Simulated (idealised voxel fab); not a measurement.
process module | voxel air gaps
cross-section cut | 260 nm wide | cells 5 nm
A cross-section is a grid of square cells, given in bands from the top down. A band is one or more rows of cells.
Each band's line starts with the height of the band's top and of its bottom, in nm. Then come its materials from left to right, each with its width in nm. One material with "throughout" fills the band from edge to edge. "air" is empty space.
Height 0 is the level under which the wafer as received is all one material. The lowest band goes on downwards, as in "0 down".
A width such as "30 to 40" changes by the same amount from each row of cells to the next, from the band's top row to its bottom row.
"no change" after a step means that no cell of the cross-section changed.
closed voids: empty space of 8 cells or more with no open way to the top, each as width x height at its distance from the left edge, in nm
after a step's settings: what the simulator itself notes on the step
overlay nm, on a step with a mask: how far to the right of its planned place the mask lay; to the left if negative
Each pair below shows a cross-section before one step and the cross-section after it, down to the lowest band that changed. The line under each pair gives the step between them, with its settings. The pairs can come from different runs of this module on the same starting wafer, so a pair continues from the pair above only where its "before" says so.
before
  0 down: Si throughout
  closed voids: none
after
  10 to 0: SiO2 throughout
  below 0: unchanged
  closed voids: none
the step between: op CONFORMAL_DEP | material SiO2 | thk nm 10
before: the cross-section after the pair above
after
  15 to 10: SiCN throughout
  below 10: unchanged
  closed voids: none
the step between: op CONFORMAL_DEP | material SiCN | thk nm 5
before: the cross-section after the pair above
after
  50 to 15: SiO2 throughout
  below 15: unchanged
  closed voids: none
the step between: op DIRECTIONAL_DEP | material SiO2 | thk nm 35
before: the cross-section after the pair above
after
  65 to 50: aC throughout
  below 50: unchanged
  closed voids: none
the step between: op DIRECTIONAL_DEP | material aC | thk nm 15
before: the cross-section after the pair above
after
  100 to 65: resist 40 | air 25 | resist 25 | air 25 | resist 25 | air 25 | resist 25 | air 25 | resist 45
  below 65: unchanged
  closed voids: none
the step between: op PATTERN | tone open | mask id LINES | material resist | width nm 25 | pitch nm 50 | thk nm 35 | overlay nm 0
before: the cross-section after the pair above
after
  85 to 65: resist 40 | air 25 | resist 25 | air 25 | resist 25 | air 25 | resist 25 | air 25 | resist 45
  65 to 50: aC 40 | air 25 | aC 25 | air 25 | aC 25 | air 25 | aC 25 | air 25 | aC 45
  below 50: unchanged
  closed voids: none
the step between: op DIRECTIONAL_ETCH | etch materials aC | depth nm 15
before: the cross-section after the pair above
after
  65 to 50: aC 40 | air 25 | aC 25 | air 25 | aC 25 | air 25 | aC 25 | air 25 | aC 45
  below 50: unchanged
  closed voids: none
the step between: op STRIP | etch materials resist
before: the cross-section after the pair above
after
  65 to 50: aC 40 | air 25 | aC 25 | air 25 | aC 25 | air 25 | aC 25 | air 25 | aC 45
  50 to 15: SiO2 40 | air 25 | SiO2 25 | air 25 | SiO2 25 | air 25 | SiO2 25 | air 25 | SiO2 45
  below 15: unchanged
  closed voids: none
the step between: op DIRECTIONAL_ETCH | etch materials SiO2 | depth nm 35
before: the cross-section after the pair above
after
  50 to 15: SiO2 40 | air 25 | SiO2 25 | air 25 | SiO2 25 | air 25 | SiO2 25 | air 25 | SiO2 45
  below 15: unchanged
  closed voids: none
the step between: op STRIP | etch materials aC
before: the cross-section after the pair above
after
  55 to 50: TiN 45 | air 15 | TiN 35 | air 15 | TiN 35 | air 15 | TiN 35 | air 15 | TiN 50
  50 to 20: SiO2 40 | TiN 5 | air 15 | TiN 5 | SiO2 25 | TiN 5 | air 15 | TiN 5 | SiO2 25 | TiN 5 | air 15 | TiN 5 | SiO2 25 | TiN 5 | air 15 | TiN 5 | SiO2 45
  20 to 15: SiO2 40 | TiN 25 | SiO2 25 | TiN 25 | SiO2 25 | TiN 25 | SiO2 25 | TiN 25 | SiO2 45
  below 15: unchanged
  closed voids: none
the step between: op CONFORMAL_DEP | material TiN | thk nm 5
before: the cross-section after the pair above
after
  65 to 55: W throughout
  55 to 50: TiN 45 | W 15 | TiN 35 | W 15 | TiN 35 | W 15 | TiN 35 | W 15 | TiN 50
  50 to 20: SiO2 40 | TiN 5 | W 15 | TiN 5 | SiO2 25 | TiN 5 | W 15 | TiN 5 | SiO2 25 | TiN 5 | W 15 | TiN 5 | SiO2 25 | TiN 5 | W 15 | TiN 5 | SiO2 45
  below 20: unchanged
  closed voids: none
the step between: op FILL_DEP | material W | thk nm 10
before: the cross-section after the pair above
after
  50 to 20: SiO2 40 | TiN 5 | W 15 | TiN 5 | SiO2 25 | TiN 5 | W 15 | TiN 5 | SiO2 25 | TiN 5 | W 15 | TiN 5 | SiO2 25 | TiN 5 | W 15 | TiN 5 | SiO2 45
  below 20: unchanged
  closed voids: none
the step between: op CMP | height nm 50
before: the cross-section after the pair above
after
  60 to 50: air 30 | Ru 45 | air 5 | Ru 45 | air 5 | Ru 45 | air 5 | Ru 45 | air 35
  below 50: unchanged
  closed voids: none
the step between: op EPI | material Ru | thk nm 10
before: the cross-section after the pair above
after
  60 to 50: air 30 | Ru 45 | air 5 | Ru 45 | air 5 | Ru 45 | air 5 | Ru 45 | air 35
  50 to 20: air 40 | TiN 5 | W 15 | TiN 5 | air 25 | TiN 5 | W 15 | TiN 5 | air 25 | TiN 5 | W 15 | TiN 5 | air 25 | TiN 5 | W 15 | TiN 5 | air 45
  20 to 15: air 40 | TiN 25 | air 25 | TiN 25 | air 25 | TiN 25 | air 25 | TiN 25 | air 45
  below 15: unchanged
  closed voids: none
the step between: op SELECTIVE_ETCH | etch materials SiO2 | depth nm 45
before: the cross-section after the pair above
after
  65 to 60: air 25 | SiCN 205 | air 30
  60 to 50: air 25 | SiCN 5 | Ru 45 | SiCN 5 | Ru 45 | SiCN 5 | Ru 45 | SiCN 5 | Ru 45 | SiCN 5 | air 30
  50 to 45: air 25 | SiCN 15 | TiN 5 | W 15 | TiN 5 | SiCN 25 | TiN 5 | W 15 | TiN 5 | SiCN 25 | TiN 5 | W 15 | TiN 5 | SiCN 25 | TiN 5 | W 15 | TiN 5 | SiCN 15 | air 30
  45 to 20: air 35 | SiCN 5 | TiN 5 | W 15 | TiN 5 | SiCN 5 | air 15 | SiCN 5 | TiN 5 | W 15 | TiN 5 | SiCN 5 | air 15 | SiCN 5 | TiN 5 | W 15 | TiN 5 | SiCN 5 | air 15 | SiCN 5 | TiN 5 | W 15 | TiN 5 | SiCN 5 | air 40
  20 to 15: SiCN 40 | TiN 25 | SiCN 25 | TiN 25 | SiCN 25 | TiN 25 | SiCN 25 | TiN 25 | SiCN 45
  below 15: unchanged
  closed voids: 15 x 25 at 70; 15 x 25 at 120; 15 x 25 at 170
the step between: op CONFORMAL_DEP | material SiCN | thk nm 5
before
  0 down: Si throughout
  closed voids: none
after
  5 to 0: SiCN throughout
  below 0: unchanged
  closed voids: none
the step between: op CONFORMAL_DEP | material SiCN | thk nm 5
before: the cross-section after the pair above
after
  40 to 5: SiO2 throughout
  below 5: unchanged
  closed voids: none
the step between: op DIRECTIONAL_DEP | material SiO2 | thk nm 35
before: the cross-section after the pair above
after
  55 to 40: aC throughout
  below 40: unchanged
  closed voids: none
the step between: op DIRECTIONAL_DEP | material aC | thk nm 15
before: the cross-section after the pair above
after
  90 to 55: resist 40 | air 25 | resist 25 | air 25 | resist 25 | air 25 | resist 25 | air 25 | resist 45
  below 55: unchanged
  closed voids: none
the step between: op PATTERN | tone open | mask id LINES | material resist | width nm 25 | pitch nm 50 | thk nm 35 | overlay nm 0
before: the cross-section after the pair above
after
  75 to 55: resist 40 | air 25 | resist 25 | air 25 | resist 25 | air 25 | resist 25 | air 25 | resist 45
  55 to 40: aC 40 | air 25 | aC 25 | air 25 | aC 25 | air 25 | aC 25 | air 25 | aC 45
  below 40: unchanged
  closed voids: none
the step between: op DIRECTIONAL_ETCH | etch materials aC | depth nm 15
before: the cross-section after the pair above
after
  55 to 40: aC 40 | air 25 | aC 25 | air 25 | aC 25 | air 25 | aC 25 | air 25 | aC 45
  below 40: unchanged
  closed voids: none
the step between: op STRIP | etch materials resist
before: the cross-section after the pair above
after
  55 to 40: aC 40 | air 25 | aC 25 | air 25 | aC 25 | air 25 | aC 25 | air 25 | aC 45
  40 to 5: SiO2 40 | air 25 | SiO2 25 | air 25 | SiO2 25 | air 25 | SiO2 25 | air 25 | SiO2 45
  below 5: unchanged
  closed voids: none
the step between: op DIRECTIONAL_ETCH | etch materials SiO2 | depth nm 35
before: the cross-section after the pair above
after
  40 to 5: SiO2 40 | air 25 | SiO2 25 | air 25 | SiO2 25 | air 25 | SiO2 25 | air 25 | SiO2 45
  below 5: unchanged
  closed voids: none
the step between: op STRIP | etch materials aC
before: the cross-section after the pair above
after
  45 to 40: TiN 45 | air 15 | TiN 35 | air 15 | TiN 35 | air 15 | TiN 35 | air 15 | TiN 50
  40 to 10: SiO2 40 | TiN 5 | air 15 | TiN 5 | SiO2 25 | TiN 5 | air 15 | TiN 5 | SiO2 25 | TiN 5 | air 15 | TiN 5 | SiO2 25 | TiN 5 | air 15 | TiN 5 | SiO2 45
  10 to 5: SiO2 40 | TiN 25 | SiO2 25 | TiN 25 | SiO2 25 | TiN 25 | SiO2 25 | TiN 25 | SiO2 45
  below 5: unchanged
  closed voids: none
the step between: op CONFORMAL_DEP | material TiN | thk nm 5
before: the cross-section after the pair above
after
  55 to 45: W throughout
  45 to 40: TiN 45 | W 15 | TiN 35 | W 15 | TiN 35 | W 15 | TiN 35 | W 15 | TiN 50
  40 to 10: SiO2 40 | TiN 5 | W 15 | TiN 5 | SiO2 25 | TiN 5 | W 15 | TiN 5 | SiO2 25 | TiN 5 | W 15 | TiN 5 | SiO2 25 | TiN 5 | W 15 | TiN 5 | SiO2 45
  below 10: unchanged
  closed voids: none
the step between: op FILL_DEP | material W | thk nm 10
before: the cross-section after the pair above
after
  50 to 45: W throughout
  below 45: unchanged
  closed voids: none
the step between: op CMP | height nm 50
before: the cross-section after the pair above
after
  60 to 50: Ru throughout
  below 50: unchanged
  closed voids: none
the step between: op EPI | material Ru | thk nm 10
before: the cross-section after the pair above
after
  65 to 60: SiCN throughout
  below 60: unchanged
  closed voids: none
the step between: op CONFORMAL_DEP | material SiCN | thk nm 5
before
  60 to 50: air 30 | Ru 45 | air 5 | Ru 45 | air 5 | Ru 45 | air 5 | Ru 45 | air 35
  50 to 20: SiO2 40 | TiN 5 | W 15 | TiN 5 | SiO2 25 | TiN 5 | W 15 | TiN 5 | SiO2 25 | TiN 5 | W 15 | TiN 5 | SiO2 25 | TiN 5 | W 15 | TiN 5 | SiO2 45
  20 to 15: SiO2 40 | TiN 25 | SiO2 25 | TiN 25 | SiO2 25 | TiN 25 | SiO2 25 | TiN 25 | SiO2 45
  15 to 10: SiCN throughout
  10 to 0: SiO2 throughout
  0 down: Si throughout
  closed voids: none
after
  70 to 50: air 20 | Ru 215 | air 25
  below 50: unchanged
  closed voids: none
the step between: op EPI | material Ru | thk nm 10
before: the cross-section after the pair above
after
  70 to 50: air 20 | Ru 215 | air 25
  50 to 20: air 40 | TiN 5 | W 15 | TiN 5 | SiO2 25 | TiN 5 | W 15 | TiN 5 | SiO2 25 | TiN 5 | W 15 | TiN 5 | SiO2 25 | TiN 5 | W 15 | TiN 5 | air 45
  20 to 15: air 40 | TiN 25 | SiO2 25 | TiN 25 | SiO2 25 | TiN 25 | SiO2 25 | TiN 25 | air 45
  below 15: unchanged
  closed voids: none
the step between: op SELECTIVE_ETCH | etch materials SiO2 | depth nm 45
before: the cross-section after the pair above
after
  75 to 70: air 15 | SiCN 225 | air 20
  70 to 50: air 15 | SiCN 5 | Ru 215 | SiCN 5 | air 20
  50 to 45: air 15 | SiCN 25 | TiN 5 | W 15 | TiN 5 | SiO2 25 | TiN 5 | W 15 | TiN 5 | SiO2 25 | TiN 5 | W 15 | TiN 5 | SiO2 25 | TiN 5 | W 15 | TiN 5 | SiCN 25 | air 20
  45 to 20: air 35 | SiCN 5 | TiN 5 | W 15 | TiN 5 | SiO2 25 | TiN 5 | W 15 | TiN 5 | SiO2 25 | TiN 5 | W 15 | TiN 5 | SiO2 25 | TiN 5 | W 15 | TiN 5 | SiCN 5 | air 40
  20 to 15: SiCN 40 | TiN 25 | SiO2 25 | TiN 25 | SiO2 25 | TiN 25 | SiO2 25 | TiN 25 | SiCN 45
  below 15: unchanged
  closed voids: none
the step between: op CONFORMAL_DEP | material SiCN | thk nm 5
before
  50 to 20: SiO2 40 | TiN 5 | W 15 | TiN 5 | SiO2 25 | TiN 5 | W 15 | TiN 5 | SiO2 25 | TiN 5 | W 15 | TiN 5 | SiO2 25 | TiN 5 | W 15 | TiN 5 | SiO2 45
  20 to 15: SiO2 40 | TiN 25 | SiO2 25 | TiN 25 | SiO2 25 | TiN 25 | SiO2 25 | TiN 25 | SiO2 45
  15 to 10: SiCN throughout
  10 to 0: SiO2 throughout
  0 down: Si throughout
  closed voids: none
after
  50 to 20: air 40 | TiN 5 | W 15 | TiN 5 | air 25 | TiN 5 | W 15 | TiN 5 | air 25 | TiN 5 | W 15 | TiN 5 | air 25 | TiN 5 | W 15 | TiN 5 | air 45
  20 to 15: air 40 | TiN 25 | air 25 | TiN 25 | air 25 | TiN 25 | air 25 | TiN 25 | air 45
  below 15: unchanged
  closed voids: none
the step between: op SELECTIVE_ETCH | etch materials SiO2 | depth nm 45
before: the cross-section after the pair above
after
  60 to 50: air 30 | Ru 45 | air 5 | Ru 45 | air 5 | Ru 45 | air 5 | Ru 45 | air 35
  50 to 20: air 30 | Ru 10 | TiN 5 | W 15 | TiN 5 | Ru 10 | air 5 | Ru 10 | TiN 5 | W 15 | TiN 5 | Ru 10 | air 5 | Ru 10 | TiN 5 | W 15 | TiN 5 | Ru 10 | air 5 | Ru 10 | TiN 5 | W 15 | TiN 5 | Ru 10 | air 35
  20 to 15: air 30 | Ru 10 | TiN 25 | Ru 10 | air 5 | Ru 10 | TiN 25 | Ru 10 | air 5 | Ru 10 | TiN 25 | Ru 10 | air 5 | Ru 10 | TiN 25 | Ru 10 | air 35
  below 15: unchanged
  closed voids: none
the step between: op EPI | material Ru | thk nm 10
before: the cross-section after the pair above
after
  65 to 60: air 25 | SiCN 205 | air 30
  60 to 50: air 25 | SiCN 5 | Ru 45 | SiCN 5 | Ru 45 | SiCN 5 | Ru 45 | SiCN 5 | Ru 45 | SiCN 5 | air 30
  50 to 20: air 25 | SiCN 5 | Ru 10 | TiN 5 | W 15 | TiN 5 | Ru 10 | SiCN 5 | Ru 10 | TiN 5 | W 15 | TiN 5 | Ru 10 | SiCN 5 | Ru 10 | TiN 5 | W 15 | TiN 5 | Ru 10 | SiCN 5 | Ru 10 | TiN 5 | W 15 | TiN 5 | Ru 10 | SiCN 5 | air 30
  20 to 15: SiCN 30 | Ru 10 | TiN 25 | Ru 10 | SiCN 5 | Ru 10 | TiN 25 | Ru 10 | SiCN 5 | Ru 10 | TiN 25 | Ru 10 | SiCN 5 | Ru 10 | TiN 25 | Ru 10 | SiCN 35
  below 15: unchanged
  closed voids: none
the step between: op CONFORMAL_DEP | material SiCN | thk nm 5
before
  10 to 0: SiO2 throughout
  0 down: Si throughout
  closed voids: none
after
  25 to 10: SiCN throughout
  below 10: unchanged
  closed voids: none
the step between: op CONFORMAL_DEP | material SiCN | thk nm 15
before: the cross-section after the pair above
after
  60 to 25: SiO2 throughout
  below 25: unchanged
  closed voids: none
the step between: op DIRECTIONAL_DEP | material SiO2 | thk nm 35
before: the cross-section after the pair above
after
  75 to 60: aC throughout
  below 60: unchanged
  closed voids: none
the step between: op DIRECTIONAL_DEP | material aC | thk nm 15
before: the cross-section after the pair above
after
  110 to 75: resist 40 | air 25 | resist 25 | air 25 | resist 25 | air 25 | resist 25 | air 25 | resist 45
  below 75: unchanged
  closed voids: none
the step between: op PATTERN | tone open | mask id LINES | material resist | width nm 25 | pitch nm 50 | thk nm 35 | overlay nm 0
before: the cross-section after the pair above
after
  95 to 75: resist 40 | air 25 | resist 25 | air 25 | resist 25 | air 25 | resist 25 | air 25 | resist 45
  75 to 60: aC 40 | air 25 | aC 25 | air 25 | aC 25 | air 25 | aC 25 | air 25 | aC 45
  below 60: unchanged
  closed voids: none
the step between: op DIRECTIONAL_ETCH | etch materials aC | depth nm 15
before: the cross-section after the pair above
after
  75 to 60: aC 40 | air 25 | aC 25 | air 25 | aC 25 | air 25 | aC 25 | air 25 | aC 45
  below 60: unchanged
  closed voids: none
the step between: op STRIP | etch materials resist
before: the cross-section after the pair above
after
  75 to 60: aC 40 | air 25 | aC 25 | air 25 | aC 25 | air 25 | aC 25 | air 25 | aC 45
  60 to 25: SiO2 40 | air 25 | SiO2 25 | air 25 | SiO2 25 | air 25 | SiO2 25 | air 25 | SiO2 45
  below 25: unchanged
  closed voids: none
the step between: op DIRECTIONAL_ETCH | etch materials SiO2 | depth nm 35
before: the cross-section after the pair above
after
  60 to 25: SiO2 40 | air 25 | SiO2 25 | air 25 | SiO2 25 | air 25 | SiO2 25 | air 25 | SiO2 45
  below 25: unchanged
  closed voids: none
the step between: op STRIP | etch materials aC
before: the cross-section after the pair above
after
  65 to 60: TiN 45 | air 15 | TiN 35 | air 15 | TiN 35 | air 15 | TiN 35 | air 15 | TiN 50
  60 to 30: SiO2 40 | TiN 5 | air 15 | TiN 5 | SiO2 25 | TiN 5 | air 15 | TiN 5 | SiO2 25 | TiN 5 | air 15 | TiN 5 | SiO2 25 | TiN 5 | air 15 | TiN 5 | SiO2 45
  30 to 25: SiO2 40 | TiN 25 | SiO2 25 | TiN 25 | SiO2 25 | TiN 25 | SiO2 25 | TiN 25 | SiO2 45
  below 25: unchanged
  closed voids: none
the step between: op CONFORMAL_DEP | material TiN | thk nm 5
before: the cross-section after the pair above
after
  75 to 65: W throughout
  65 to 60: TiN 45 | W 15 | TiN 35 | W 15 | TiN 35 | W 15 | TiN 35 | W 15 | TiN 50
  60 to 30: SiO2 40 | TiN 5 | W 15 | TiN 5 | SiO2 25 | TiN 5 | W 15 | TiN 5 | SiO2 25 | TiN 5 | W 15 | TiN 5 | SiO2 25 | TiN 5 | W 15 | TiN 5 | SiO2 45
  below 30: unchanged
  closed voids: none
the step between: op FILL_DEP | material W | thk nm 10
before: the cross-section after the pair above
after
  50 to 30: SiO2 40 | TiN 5 | W 15 | TiN 5 | SiO2 25 | TiN 5 | W 15 | TiN 5 | SiO2 25 | TiN 5 | W 15 | TiN 5 | SiO2 25 | TiN 5 | W 15 | TiN 5 | SiO2 45
  below 30: unchanged
  closed voids: none
the step between: op CMP | height nm 50
before: the cross-section after the pair above
after
  60 to 50: air 30 | Ru 45 | air 5 | Ru 45 | air 5 | Ru 45 | air 5 | Ru 45 | air 35
  below 50: unchanged
  closed voids: none
the step between: op EPI | material Ru | thk nm 10
before: the cross-section after the pair above
after
  60 to 50: air 30 | Ru 45 | air 5 | Ru 45 | air 5 | Ru 45 | air 5 | Ru 45 | air 35
  50 to 30: air 40 | TiN 5 | W 15 | TiN 5 | air 25 | TiN 5 | W 15 | TiN 5 | air 25 | TiN 5 | W 15 | TiN 5 | air 25 | TiN 5 | W 15 | TiN 5 | air 45
  30 to 25: air 40 | TiN 25 | air 25 | TiN 25 | air 25 | TiN 25 | air 25 | TiN 25 | air 45
  below 25: unchanged
  closed voids: none
the step between: op SELECTIVE_ETCH | etch materials SiO2 | depth nm 45
before: the cross-section after the pair above
after
  65 to 60: air 25 | SiCN 205 | air 30
  60 to 50: air 25 | SiCN 5 | Ru 45 | SiCN 5 | Ru 45 | SiCN 5 | Ru 45 | SiCN 5 | Ru 45 | SiCN 5 | air 30
  50 to 45: air 25 | SiCN 15 | TiN 5 | W 15 | TiN 5 | SiCN 25 | TiN 5 | W 15 | TiN 5 | SiCN 25 | TiN 5 | W 15 | TiN 5 | SiCN 25 | TiN 5 | W 15 | TiN 5 | SiCN 15 | air 30
  45 to 30: air 35 | SiCN 5 | TiN 5 | W 15 | TiN 5 | SiCN 5 | air 15 | SiCN 5 | TiN 5 | W 15 | TiN 5 | SiCN 5 | air 15 | SiCN 5 | TiN 5 | W 15 | TiN 5 | SiCN 5 | air 15 | SiCN 5 | TiN 5 | W 15 | TiN 5 | SiCN 5 | air 40
  30 to 25: SiCN 40 | TiN 25 | SiCN 25 | TiN 25 | SiCN 25 | TiN 25 | SiCN 25 | TiN 25 | SiCN 45
  below 25: unchanged
  closed voids: 15 x 15 at 70; 15 x 15 at 120; 15 x 15 at 170
the step between: op CONFORMAL_DEP | material SiCN | thk nm 5
before
  65 to 50: aC throughout
  50 to 15: SiO2 throughout
  15 to 10: SiCN throughout
  10 to 0: SiO2 throughout
  0 down: Si throughout
  closed voids: none
after
  100 to 65: resist 45 | air 20 | resist 30 | air 20 | resist 30 | air 20 | resist 30 | air 20 | resist 45
  below 65: unchanged
  closed voids: none
the step between: op PATTERN | tone open | mask id LINES | material resist | width nm 20 | pitch nm 50 | thk nm 35 | overlay nm 0
before: the cross-section after the pair above
after
  85 to 65: resist 45 | air 20 | resist 30 | air 20 | resist 30 | air 20 | resist 30 | air 20 | resist 45
  65 to 50: aC 45 | air 20 | aC 30 | air 20 | aC 30 | air 20 | aC 30 | air 20 | aC 45
  below 50: unchanged
  closed voids: none
the step between: op DIRECTIONAL_ETCH | etch materials aC | depth nm 15
before: the cross-section after the pair above
after
  65 to 50: aC 45 | air 20 | aC 30 | air 20 | aC 30 | air 20 | aC 30 | air 20 | aC 45
  below 50: unchanged
  closed voids: none
the step between: op STRIP | etch materials resist
before: the cross-section after the pair above
after
  65 to 50: aC 45 | air 20 | aC 30 | air 20 | aC 30 | air 20 | aC 30 | air 20 | aC 45
  50 to 15: SiO2 45 | air 20 | SiO2 30 | air 20 | SiO2 30 | air 20 | SiO2 30 | air 20 | SiO2 45
  below 15: unchanged
  closed voids: none
the step between: op DIRECTIONAL_ETCH | etch materials SiO2 | depth nm 35
before: the cross-section after the pair above
after
  50 to 15: SiO2 45 | air 20 | SiO2 30 | air 20 | SiO2 30 | air 20 | SiO2 30 | air 20 | SiO2 45
  below 15: unchanged
  closed voids: none
the step between: op STRIP | etch materials aC
before: the cross-section after the pair above
after
  55 to 50: TiN 50 | air 10 | TiN 40 | air 10 | TiN 40 | air 10 | TiN 40 | air 10 | TiN 50
  50 to 20: SiO2 45 | TiN 5 | air 10 | TiN 5 | SiO2 30 | TiN 5 | air 10 | TiN 5 | SiO2 30 | TiN 5 | air 10 | TiN 5 | SiO2 30 | TiN 5 | air 10 | TiN 5 | SiO2 45
  20 to 15: SiO2 45 | TiN 20 | SiO2 30 | TiN 20 | SiO2 30 | TiN 20 | SiO2 30 | TiN 20 | SiO2 45
  below 15: unchanged
  closed voids: none
the step between: op CONFORMAL_DEP | material TiN | thk nm 5
before: the cross-section after the pair above
after
  65 to 55: W throughout
  55 to 50: TiN 50 | W 10 | TiN 40 | W 10 | TiN 40 | W 10 | TiN 40 | W 10 | TiN 50
  50 to 20: SiO2 45 | TiN 5 | W 10 | TiN 5 | SiO2 30 | TiN 5 | W 10 | TiN 5 | SiO2 30 | TiN 5 | W 10 | TiN 5 | SiO2 30 | TiN 5 | W 10 | TiN 5 | SiO2 45
  below 20: unchanged
  closed voids: none
the step between: op FILL_DEP | material W | thk nm 10
before: the cross-section after the pair above
after
  50 to 20: SiO2 45 | TiN 5 | W 10 | TiN 5 | SiO2 30 | TiN 5 | W 10 | TiN 5 | SiO2 30 | TiN 5 | W 10 | TiN 5 | SiO2 30 | TiN 5 | W 10 | TiN 5 | SiO2 45
  below 20: unchanged
  closed voids: none
the step between: op CMP | height nm 50
before: the cross-section after the pair above
after
  60 to 50: air 35 | Ru 40 | air 10 | Ru 40 | air 10 | Ru 40 | air 10 | Ru 40 | air 35
  below 50: unchanged
  closed voids: none
the step between: op EPI | material Ru | thk nm 10
before: the cross-section after the pair above
after
  60 to 50: air 35 | Ru 40 | air 10 | Ru 40 | air 10 | Ru 40 | air 10 | Ru 40 | air 35
  50 to 20: air 45 | TiN 5 | W 10 | TiN 5 | air 30 | TiN 5 | W 10 | TiN 5 | air 30 | TiN 5 | W 10 | TiN 5 | air 30 | TiN 5 | W 10 | TiN 5 | air 45
  20 to 15: air 45 | TiN 20 | air 30 | TiN 20 | air 30 | TiN 20 | air 30 | TiN 20 | air 45
  below 15: unchanged
  closed voids: none
the step between: op SELECTIVE_ETCH | etch materials SiO2 | depth nm 45
before: the cross-section after the pair above
after
  65 to 60: air 30 | SiCN 200 | air 30
  60 to 50: air 30 | SiCN 5 | Ru 40 | SiCN 10 | Ru 40 | SiCN 10 | Ru 40 | SiCN 10 | Ru 40 | SiCN 5 | air 30
  50 to 45: air 30 | SiCN 15 | TiN 5 | W 10 | TiN 5 | SiCN 30 | TiN 5 | W 10 | TiN 5 | SiCN 30 | TiN 5 | W 10 | TiN 5 | SiCN 30 | TiN 5 | W 10 | TiN 5 | SiCN 15 | air 30
  45 to 20: air 40 | SiCN 5 | TiN 5 | W 10 | TiN 5 | SiCN 5 | air 20 | SiCN 5 | TiN 5 | W 10 | TiN 5 | SiCN 5 | air 20 | SiCN 5 | TiN 5 | W 10 | TiN 5 | SiCN 5 | air 20 | SiCN 5 | TiN 5 | W 10 | TiN 5 | SiCN 5 | air 40
  20 to 15: SiCN 45 | TiN 20 | SiCN 30 | TiN 20 | SiCN 30 | TiN 20 | SiCN 30 | TiN 20 | SiCN 45
  below 15: unchanged
  closed voids: 20 x 25 at 70; 20 x 25 at 120; 20 x 25 at 170
the step between: op CONFORMAL_DEP | material SiCN | thk nm 5
before
  65 to 50: aC throughout
  50 to 15: SiO2 throughout
  15 to 10: SiCN throughout
  10 to 0: SiO2 throughout
  0 down: Si throughout
  closed voids: none
after
  100 to 65: resist 30 | air 25 | resist 25 | air 25 | resist 25 | air 25 | resist 25 | air 25 | resist 55
  below 65: unchanged
  closed voids: none
the step between: op PATTERN | tone open | mask id LINES | material resist | width nm 25 | pitch nm 50 | thk nm 35 | overlay nm -10
before: the cross-section after the pair above
after
  85 to 65: resist 30 | air 25 | resist 25 | air 25 | resist 25 | air 25 | resist 25 | air 25 | resist 55
  65 to 50: aC 30 | air 25 | aC 25 | air 25 | aC 25 | air 25 | aC 25 | air 25 | aC 55
  below 50: unchanged
  closed voids: none
the step between: op DIRECTIONAL_ETCH | etch materials aC | depth nm 15
before: the cross-section after the pair above
after
  65 to 50: aC 30 | air 25 | aC 25 | air 25 | aC 25 | air 25 | aC 25 | air 25 | aC 55
  below 50: unchanged
  closed voids: none
the step between: op STRIP | etch materials resist
before: the cross-section after the pair above
after
  65 to 50: aC 30 | air 25 | aC 25 | air 25 | aC 25 | air 25 | aC 25 | air 25 | aC 55
  50 to 15: SiO2 30 | air 25 | SiO2 25 | air 25 | SiO2 25 | air 25 | SiO2 25 | air 25 | SiO2 55
  below 15: unchanged
  closed voids: none
the step between: op DIRECTIONAL_ETCH | etch materials SiO2 | depth nm 35
before: the cross-section after the pair above
after
  50 to 15: SiO2 30 | air 25 | SiO2 25 | air 25 | SiO2 25 | air 25 | SiO2 25 | air 25 | SiO2 55
  below 15: unchanged
  closed voids: none
the step between: op STRIP | etch materials aC
before: the cross-section after the pair above
after
  55 to 50: TiN 35 | air 15 | TiN 35 | air 15 | TiN 35 | air 15 | TiN 35 | air 15 | TiN 60
  50 to 20: SiO2 30 | TiN 5 | air 15 | TiN 5 | SiO2 25 | TiN 5 | air 15 | TiN 5 | SiO2 25 | TiN 5 | air 15 | TiN 5 | SiO2 25 | TiN 5 | air 15 | TiN 5 | SiO2 55
  20 to 15: SiO2 30 | TiN 25 | SiO2 25 | TiN 25 | SiO2 25 | TiN 25 | SiO2 25 | TiN 25 | SiO2 55
  below 15: unchanged
  closed voids: none
the step between: op CONFORMAL_DEP | material TiN | thk nm 5
before: the cross-section after the pair above
after
  65 to 55: W throughout
  55 to 50: TiN 35 | W 15 | TiN 35 | W 15 | TiN 35 | W 15 | TiN 35 | W 15 | TiN 60
  50 to 20: SiO2 30 | TiN 5 | W 15 | TiN 5 | SiO2 25 | TiN 5 | W 15 | TiN 5 | SiO2 25 | TiN 5 | W 15 | TiN 5 | SiO2 25 | TiN 5 | W 15 | TiN 5 | SiO2 55
  below 20: unchanged
  closed voids: none
the step between: op FILL_DEP | material W | thk nm 10
before: the cross-section after the pair above
after
  50 to 20: SiO2 30 | TiN 5 | W 15 | TiN 5 | SiO2 25 | TiN 5 | W 15 | TiN 5 | SiO2 25 | TiN 5 | W 15 | TiN 5 | SiO2 25 | TiN 5 | W 15 | TiN 5 | SiO2 55
  below 20: unchanged
  closed voids: none
the step between: op CMP | height nm 50
before: the cross-section after the pair above
after
  60 to 50: air 20 | Ru 45 | air 5 | Ru 45 | air 5 | Ru 45 | air 5 | Ru 45 | air 45
  below 50: unchanged
  closed voids: none
the step between: op EPI | material Ru | thk nm 10
before: the cross-section after the pair above
after
  60 to 50: air 20 | Ru 45 | air 5 | Ru 45 | air 5 | Ru 45 | air 5 | Ru 45 | air 45
  50 to 20: air 30 | TiN 5 | W 15 | TiN 5 | air 25 | TiN 5 | W 15 | TiN 5 | air 25 | TiN 5 | W 15 | TiN 5 | air 25 | TiN 5 | W 15 | TiN 5 | air 55
  20 to 15: air 30 | TiN 25 | air 25 | TiN 25 | air 25 | TiN 25 | air 25 | TiN 25 | air 55
  below 15: unchanged
  closed voids: none
the step between: op SELECTIVE_ETCH | etch materials SiO2 | depth nm 45
before: the cross-section after the pair above
after
  65 to 60: air 15 | SiCN 205 | air 40
  60 to 50: air 15 | SiCN 5 | Ru 45 | SiCN 5 | Ru 45 | SiCN 5 | Ru 45 | SiCN 5 | Ru 45 | SiCN 5 | air 40
  50 to 45: air 15 | SiCN 15 | TiN 5 | W 15 | TiN 5 | SiCN 25 | TiN 5 | W 15 | TiN 5 | SiCN 25 | TiN 5 | W 15 | TiN 5 | SiCN 25 | TiN 5 | W 15 | TiN 5 | SiCN 15 | air 40
  45 to 20: air 25 | SiCN 5 | TiN 5 | W 15 | TiN 5 | SiCN 5 | air 15 | SiCN 5 | TiN 5 | W 15 | TiN 5 | SiCN 5 | air 15 | SiCN 5 | TiN 5 | W 15 | TiN 5 | SiCN 5 | air 15 | SiCN 5 | TiN 5 | W 15 | TiN 5 | SiCN 5 | air 50
  20 to 15: SiCN 30 | TiN 25 | SiCN 25 | TiN 25 | SiCN 25 | TiN 25 | SiCN 25 | TiN 25 | SiCN 55
  below 15: unchanged
  closed voids: 15 x 25 at 60; 15 x 25 at 110; 15 x 25 at 160
the step between: op CONFORMAL_DEP | material SiCN | thk nm 5
